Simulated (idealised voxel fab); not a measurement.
Module name: voxel transistor to metal (process module)
The figure presents cross-section cut, which has a width of 245 nm and is divided into square cells with an edge length of 5 nm.
In what follows, cross-sections appear as grids of square cells, described through bands that run from the top down, where every band is one or more rows of cells. The band entry comprises the height of the band's top followed by the height of its bottom, expressed in nm, and subsequently the band's materials from left to right, each stated together with its width in nm. Where a single material is marked with the word "full width", that material fills the band from edge to edge. The word "blank" represents empty space. Zero point of the height axis is 0; under it, received wafer = one material. Lowest band: continues down indefinitely, "0 nm and below". You'd read "30..40" like this: the band's top row of cells is as wide as the first number, its bottom row is as wide as the second, and going down, every row changes width by the same amount as the row before did. Given "no modification" for a step, no cell of the cross-section differs between before and after that step. So "Sealed internal cavities" is basically the list of trapped voids: any empty space of 8 cells or more that can't reach the top through an opening. They're written width x height at distance, the distance being from the left edge, and it's all nm. Step line, after settings: the simulator's comment on this step. Steps that use a mask can have "overlay nm" on their line. It says how far the mask sat to the right of where it was meant to be. Negative means to the left.

Listed below are the process steps as planned:
1. RECEIVE: material Si
2. OXIDIZE: depth nm 5
3. CONFORMAL_DEP: material SiN, thk nm 10
4. MASKED_ETCH: tone cover, mask id ACTIVE, width nm 95, pitch nm 115, etch materials SiN, depth nm 10, overlay nm 0
5. MASKED_ETCH: tone cover, mask id ACTIVE, width nm 95, pitch nm 115, etch materials SiO2, depth nm 5, overlay nm 0
6. MASKED_ETCH: tone cover, mask id ACTIVE, width nm 95, pitch nm 115, etch materials Si, depth nm 35, overlay nm 0
7. OXIDIZE: depth nm 5
8. FILL_DEP: material SiO2, thk nm 10
9. CMP: height nm 10
10. SELECTIVE_ETCH: etch materials SiO2, depth nm 10
11. STRIP: etch materials SiN
12. SELECTIVE_ETCH: etch materials SiO2, depth nm 5
13. OXIDIZE: depth nm 5
14. DIRECTIONAL_DEP: material polySi, thk nm 30
15. DIRECTIONAL_DEP: material SiCN, thk nm 15
16. MASKED_ETCH: tone cover, mask id GATE, width nm 15, pitch nm 115, etch materials SiCN, depth nm 25, overlay nm 0
17. MASKED_ETCH: tone cover, mask id GATE, width nm 25, pitch nm 115, etch materials polySi, depth nm 40, overlay nm 0
18. CONFORMAL_DEP: material SiN, thk nm 10
19. DIRECTIONAL_ETCH: etch materials SiN, depth nm 10
20. DIRECTIONAL_ETCH: etch materials SiO2, depth nm 5
21. DIRECTIONAL_ETCH: etch materials Si, depth nm 10
22. EPI: material SiGe, thk nm 10
23. FILL_DEP: material SiO2, thk nm 5
24. CMP: height nm 25
25. STRIP: etch materials polySi
26. SELECTIVE_ETCH: etch materials SiO2, depth nm 5
27. CONFORMAL_DEP: material HfO2, thk nm 5
28. CONFORMAL_DEP: material TiN, thk nm 5
29. FILL_DEP: material W, thk nm 10
30. CMP: height nm 20
31. DIRECTIONAL_DEP: material SiO2, thk nm 15
32. DIRECTIONAL_DEP: material aC, thk nm 10
33. PATTERN: tone open, mask id CONTACT, material resist, width nm 15, thk nm 30, overlay nm 0
34. DIRECTIONAL_ETCH: etch materials aC, depth nm 10
35. STRIP: etch materials resist
36. DIRECTIONAL_ETCH: etch materials SiO2, depth nm 45
37. STRIP: etch materials aC
38. CONFORMAL_DEP: material TiN, thk nm 5
39. FILL_DEP: material W, thk nm 5
40. CMP: height nm 35
41. CONFORMAL_DEP: material SiCN, thk nm 5
42. DIRECTIONAL_DEP: material lowk, thk nm 25
43. DIRECTIONAL_DEP: material aC, thk nm 15
44. PATTERN: tone open, mask id METAL_1, material resist, width nm 15, thk nm 35, overlay nm 0
45. DIRECTIONAL_ETCH: etch materials aC, depth nm 15
46. STRIP: etch materials resist
47. DIRECTIONAL_ETCH: etch materials lowk, depth nm 25
48. DIRECTIONAL_ETCH: etch materials SiCN, depth nm 5
49. STRIP: etch materials aC
50. CONFORMAL_DEP: material TiN, thk nm 5
51. FILL_DEP: material Cu, thk nm 10
52. CMP: height nm 65
53. CONFORMAL_DEP: material SiCN, thk nm 5
54. DIRECTIONAL_DEP: material SiO2, thk nm 25
55. DIRECTIONAL_DEP: material aC, thk nm 10
56. PATTERN: tone open, mask id METAL_2, material resist, width nm 15, pitch nm 115, thk nm 25, overlay nm 0
57. DIRECTIONAL_ETCH: etch materials aC, depth nm 10
58. STRIP: etch materials resist
59. DIRECTIONAL_ETCH: etch materials SiO2, depth nm 15
60. STRIP: etch materials aC
61. DIRECTIONAL_DEP: material aC, thk nm 15
62. PATTERN: tone open, mask id METAL_2_HOLES, material resist, width nm 15, pitch nm 115, thk nm 35, overlay nm 0
63. DIRECTIONAL_ETCH: etch materials aC, depth nm 15
64. STRIP: etch materials resist
65. DIRECTIONAL_ETCH: etch materials SiO2, depth nm 10
66. DIRECTIONAL_ETCH: etch materials SiCN, depth nm 5
67. STRIP: etch materials aC
68. CONFORMAL_DEP: material TiN, thk nm 5
69. FILL_DEP: material Cu, thk nm 10
70. CMP: height nm 95
71. CONFORMAL_DEP: material SiN, thk nm 5
The plan shows the width nm of step 16 as the first wafer had it; this setting differs between the wafers, which start out alike.

Incoming state of the first of several wafers in cross-section: after step 1:
> 0 nm and below: Si full width
> Sealed internal cavities: none

End-of-module cross-section, first of several wafers, after last step 71:
> 100 nm to 95 nm: SiN full width
> 95 nm to 70 nm: 20 of SiO2, then 5 of TiN, then 5 of Cu, then 5 of TiN, then 100 of SiO2, then 5 of TiN, then 5 of Cu, then 5 of TiN, then 95 of SiO2
> 70 nm to 65 nm: 20 of SiCN, then 15 of TiN, then 100 of SiCN, then 15 of TiN, then 95 of SiCN
> 65 nm to 40 nm: 20 of lowk, then 5 of TiN, then 5 of Cu, then 5 of TiN, then 55 of lowk, then 5 of TiN, then 5 of Cu, then 5 of TiN, then 30 of lowk, then 5 of TiN, then 5 of Cu, then 5 of TiN, then 55 of lowk, then 5 of TiN, then 5 of Cu, then 5 of TiN, then 25 of lowk
> 40 nm to 35 nm: 20 of SiCN, then 15 of TiN, then 55 of SiCN, then 15 of TiN, then 30 of SiCN, then 15 of TiN, then 55 of SiCN, then 15 of TiN, then 25 of SiCN
> 35 nm to 20 nm: 20 of SiO2, then 5 of TiN, then 5 of W, then 5 of TiN, then 55 of SiO2, then 5 of TiN, then 5 of W, then 5 of TiN, then 30 of SiO2, then 5 of TiN, then 5 of W, then 5 of TiN, then 55 of SiO2, then 5 of TiN, then 5 of W, then 5 of TiN, then 25 of SiO2
> 20 nm to 5 nm: 20 of SiO2, then 5 of TiN, then 5 of W, then 5 of TiN, then 5 of SiO2, then 10 of SiN, then 5 of HfO2, then 5 of TiN, then 5 of W, then 5 of TiN, then 5 of HfO2, then 10 of SiN, then 5 of SiO2, then 5 of TiN, then 5 of W, then 5 of TiN, then 30 of SiO2, then 5 of TiN, then 5 of W, then 5 of TiN, then 5 of SiO2, then 10 of SiN, then 5 of HfO2, then 5 of TiN, then 5 of W, then 5 of TiN, then 5 of HfO2, then 10 of SiN, then 5 of SiO2, then 5 of TiN, then 5 of W, then 5 of TiN, then 25 of SiO2
> 5 nm to 0 nm: 20 of SiO2, then 15 of TiN, then 5 of SiO2, then 10 of SiN, then 5 of HfO2, then 5 of TiN, then 5 of W, then 5 of TiN, then 5 of HfO2, then 10 of SiN, then 5 of SiO2, then 15 of TiN, then 30 of SiO2, then 15 of TiN, then 5 of SiO2, then 10 of SiN, then 5 of HfO2, then 5 of TiN, then 5 of W, then 5 of TiN, then 5 of HfO2, then 10 of SiN, then 5 of SiO2, then 15 of TiN, then 25 of SiO2
> 0 nm to -5 nm: 20 of SiO2, then 10 of TiN, then 10 of SiGe, then 10 of SiN, then 5 of HfO2, then 15 of TiN, then 5 of HfO2, then 10 of SiN, then 10 of SiGe, then 10 of TiN, then 30 of SiO2, then 10 of TiN, then 10 of SiGe, then 10 of SiN, then 5 of HfO2, then 15 of TiN, then 5 of HfO2, then 10 of SiN, then 10 of SiGe, then 10 of TiN, then 25 of SiO2
> -5 nm to -10 nm: 20 of SiO2, then 10 of TiN, then 10 of SiGe, then 5 of SiO2, then 35 of HfO2, then 5 of SiO2, then 10 of SiGe, then 10 of TiN, then 30 of SiO2, then 10 of TiN, then 10 of SiGe, then 5 of SiO2, then 35 of HfO2, then 5 of SiO2, then 10 of SiGe, then 10 of TiN, then 25 of SiO2
> -10 nm to -20 nm: 20 of SiO2, then 20 of SiGe, then 45 of Si, then 20 of SiGe, then 30 of SiO2, then 20 of SiGe, then 45 of Si, then 20 of SiGe, then 25 of SiO2
> -20 nm to -45 nm: 20 of SiO2, then 85 of Si, then 30 of SiO2, then 85 of Si, then 25 of SiO2
> -45 nm and below: Si full width
> Sealed internal cavities: none

Last wafer of the set, cross-sectioned at end of module:
> 100 nm to 95 nm: SiN full width
> 95 nm to 70 nm: 20 of SiO2, then 5 of TiN, then 5 of Cu, then 5 of TiN, then 100 of SiO2, then 5 of TiN, then 5 of Cu, then 5 of TiN, then 95 of SiO2
> 70 nm to 65 nm: 20 of SiCN, then 15 of TiN, then 100 of SiCN, then 15 of TiN, then 95 of SiCN
> 65 nm to 40 nm: 20 of lowk, then 5 of TiN, then 5 of Cu, then 5 of TiN, then 55 of lowk, then 5 of TiN, then 5 of Cu, then 5 of TiN, then 30 of lowk, then 5 of TiN, then 5 of Cu, then 5 of TiN, then 55 of lowk, then 5 of TiN, then 5 of Cu, then 5 of TiN, then 25 of lowk
> 40 nm to 35 nm: 20 of SiCN, then 15 of TiN, then 55 of SiCN, then 15 of TiN, then 30 of SiCN, then 15 of TiN, then 55 of SiCN, then 15 of TiN, then 25 of SiCN
> 35 nm to 25 nm: 20 of SiO2, then 5 of TiN, then 5 of W, then 5 of TiN, then 55 of SiO2, then 5 of TiN, then 5 of W, then 5 of TiN, then 30 of SiO2, then 5 of TiN, then 5 of W, then 5 of TiN, then 55 of SiO2, then 5 of TiN, then 5 of W, then 5 of TiN, then 25 of SiO2
> 25 nm to 20 nm: 20 of SiO2, then 5 of TiN, then 5 of W, then 5 of TiN, then 55 of SiO2, then 15 of TiN, then 30 of SiO2, then 5 of TiN, then 5 of W, then 5 of TiN, then 55 of SiO2, then 15 of TiN, then 25 of SiO2
> 20 nm to 5 nm: 20 of SiO2, then 5 of TiN, then 5 of W, then 5 of TiN, then 10 of SiN, then 5 of HfO2, then 5 of TiN, then 20 of W, then 5 of TiN, then 5 of HfO2, then 10 of SiN, then 10 of TiN, then 30 of SiO2, then 5 of TiN, then 5 of W, then 5 of TiN, then 10 of SiN, then 5 of HfO2, then 5 of TiN, then 20 of W, then 5 of TiN, then 5 of HfO2, then 10 of SiN, then 10 of TiN, then 25 of SiO2
> 5 nm to 0 nm: 20 of SiO2, then 15 of TiN, then 10 of SiN, then 5 of HfO2, then 5 of TiN, then 20 of W, then 5 of TiN, then 5 of HfO2, then 10 of SiN, then 10 of TiN, then 30 of SiO2, then 15 of TiN, then 10 of SiN, then 5 of HfO2, then 5 of TiN, then 20 of W, then 5 of TiN, then 5 of HfO2, then 10 of SiN, then 10 of TiN, then 25 of SiO2
> 0 nm to -5 nm: 20 of SiO2, then 5 of TiN, then 10 of SiGe, then 10 of SiN, then 5 of HfO2, then 30 of TiN, then 5 of HfO2, then 10 of SiN, then 10 of SiGe, then 30 of SiO2, then 5 of TiN, then 10 of SiGe, then 10 of SiN, then 5 of HfO2, then 30 of TiN, then 5 of HfO2, then 10 of SiN, then 10 of SiGe, then 25 of SiO2
> -5 nm to -10 nm: 20 of SiO2, then 5 of TiN, then 10 of SiGe, then 5 of SiO2, then 50 of HfO2, then 5 of SiO2, then 10 of SiGe, then 30 of SiO2, then 5 of TiN, then 10 of SiGe, then 5 of SiO2, then 50 of HfO2, then 5 of SiO2, then 10 of SiGe, then 25 of SiO2
> -10 nm to -20 nm: 20 of SiO2, then 15 of SiGe, then 60 of Si, then 10 of SiGe, then 30 of SiO2, then 15 of SiGe, then 60 of Si, then 10 of SiGe, then 25 of SiO2
> -20 nm to -45 nm: 20 of SiO2, then 85 of Si, then 30 of SiO2, then 85 of Si, then 25 of SiO2
> -45 nm and below: Si full width
> Sealed internal cavities: none

What follows is a table in which each wafer occupies a row; for the wafer as it stands at the close of the module, the row states, material by material, how many cells have been gained (+) or lost (-) since receipt, and then gives its closed voids:
width nm 15 | +30 Cu | +34 HfO2 | -235 Si | +80 SiCN | +48 SiGe | +89 SiN | +541 SiO2 | +176 TiN | +32 W | +185 lowk | Sealed internal cavities: none
width nm 20 | +30 Cu | +34 HfO2 | -235 Si | +80 SiCN | +48 SiGe | +89 SiN | +541 SiO2 | +176 TiN | +32 W | +185 lowk | Sealed internal cavities: none
width nm 25 | +30 Cu | +34 HfO2 | -235 Si | +80 SiCN | +48 SiGe | +89 SiN | +541 SiO2 | +176 TiN | +32 W | +185 lowk | Sealed internal cavities: none
width nm 30 | +30 Cu | +36 HfO2 | -231 Si | +80 SiCN | +44 SiGe | +89 SiN | +533 SiO2 | +174 TiN | +40 W | +185 lowk | Sealed internal cavities: none
width nm 35 | +30 Cu | +38 HfO2 | -227 Si | +80 SiCN | +40 SiGe | +89 SiN | +525 SiO2 | +172 TiN | +48 W | +185 lowk | Sealed internal cavities: none
width nm 40 | +30 Cu | +40 HfO2 | -223 Si | +80 SiCN | +36 SiGe | +89 SiN | +525 SiO2 | +170 TiN | +48 W | +185 lowk | Sealed internal cavities: none
